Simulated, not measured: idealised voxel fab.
This is a process module. Its name is voxel gate over fins.
Xsec cut, 300 nm wide, square cell size 5 nm.
Cross-section layout: square cells on a grid; listed as bands, top to bottom; a band spans one or more cell rows. Heads up on the band format: heights come first, top then bottom, in nm. After that it's the materials left to right, each with its width in nm. A single material flagged "all across" fills the whole band edge to edge, and "empty" means there's empty space there. Measure heights from 0. That's the level where, below it, the as-received wafer is all one material. The lowest band is bottomless and extends downward; write it as in "0 and below". The width entry "30->40" should be interpreted row by row: the top row of cells in the band takes the first number, the bottom row takes the second number, and the change between adjacent rows is uniform throughout. Where the words "nothing altered" appear for a step, the cross-section shows no cell changed by that step; every cell remained as before. Closed empty spaces (no open way to the top) of 8 cells or more are what "Sealed void inventory" lists, each as width x height at distance from the left edge, nm for all three. On a step's line, text after the settings is the simulator commenting on that step. For masked steps, "overlay nm" on the step line gives how far right of plan the mask actually lay; a minus sign means it lay to the left.
The planned process steps are enumerated hereunder:
step 1: op RECEIVE | material Si
step 2: op CONFORMAL_DEP | material SiN | thk nm 10
step 3: op PATTERN | tone cover | mask id FINS | material resist | width nm 15 | pitch nm 40 | thk nm 15 | overlay nm 0
step 4: op DIRECTIONAL_ETCH | etch materials SiN | depth nm 10
step 5: op DIRECTIONAL_ETCH | etch materials Si | depth nm 30
step 6: op STRIP | etch materials resist
step 7: op OXIDIZE | depth nm 5
step 8: op FILL_DEP | material SiO2 | thk nm 15
step 9: op CMP | height nm 10
step 10: op SELECTIVE_ETCH | etch materials SiO2 | depth nm 20
step 11: op STRIP | etch materials SiN
step 12: op CONFORMAL_DEP | material HfO2 | thk nm 5
step 13: op CONFORMAL_DEP | material TiN | thk nm 5
step 14: op CONFORMAL_DEP | material TiAl | thk nm 5
step 15: op CONFORMAL_DEP | material TiN | thk nm 5
step 16: op FILL_DEP | material W | thk nm 10
step 17: op CMP | height nm 25
step 18: op CONFORMAL_DEP | material SiN | thk nm 10
Cross-section of the wafer upon arrival, representing the state reached after step 1:
* 0 and below = Si all across
* Sealed void inventory: none
Figure: cross-sectional view of the wafer upon completion of the module, processed from the initial state and according to the plan depicted above, with one error introduced during execution:
* 35 down to 25 = SiN all across
* 25 down to 20 = W all across
* 20 down to 15 = W 105 nm / TiN 85 nm / W 110 nm
* 15 down to 10 = W 105 nm / TiN 5 nm / TiAl 35 nm / TiN 5 nm / TiAl 35 nm / TiN 5 nm / W 110 nm
* 10 down to 5 = TiN 110 nm / TiAl 5 nm / TiN 25 nm / TiAl 5 nm / TiN 5 nm / TiAl 5 nm / TiN 25 nm / TiAl 5 nm / TiN 115 nm
* 5 down to 0 = TiAl 115 nm / TiN 5 nm / HfO2 15 nm / TiN 5 nm / TiAl 5 nm / TiN 5 nm / TiAl 5 nm / TiN 5 nm / HfO2 15 nm / TiN 5 nm / TiAl 120 nm
* 0 down to -5 = TiN 110 nm / TiAl 5 nm / TiN 5 nm / HfO2 5 nm / Si 5 nm / HfO2 5 nm / TiN 5 nm / TiAl 5 nm / TiN 5 nm / TiAl 5 nm / TiN 5 nm / HfO2 5 nm / Si 5 nm / HfO2 5 nm / TiN 5 nm / TiAl 5 nm / TiN 115 nm
* -5 down to -10 = HfO2 105 nm / TiN 5 nm / TiAl 5 nm / TiN 5 nm / HfO2 5 nm / Si 5 nm / HfO2 5 nm / TiN 5 nm / TiAl 15 nm / TiN 5 nm / HfO2 5 nm / Si 5 nm / HfO2 5 nm / TiN 5 nm / TiAl 5 nm / TiN 5 nm / HfO2 110 nm
* -10 down to -15 = SiO2 100 nm / HfO2 5 nm / TiN 15 nm / HfO2 5 nm / Si 5 nm / HfO2 5 nm / TiN 25 nm / HfO2 5 nm / Si 5 nm / HfO2 5 nm / TiN 15 nm / HfO2 5 nm / SiO2 105 nm
* -15 down to -20 = SiO2 100 nm / HfO2 25 nm / Si 5 nm / HfO2 35 nm / Si 5 nm / HfO2 25 nm / SiO2 105 nm
* -20 down to -35 = SiO2 125 nm / Si 5 nm / SiO2 35 nm / Si 5 nm / SiO2 130 nm
* -35 and below = Si all across
* Sealed void inventory: none
It is concluded that the wafer was processed incorrectly with respect to the plan, in that plan steps 10 and 11 run swapped
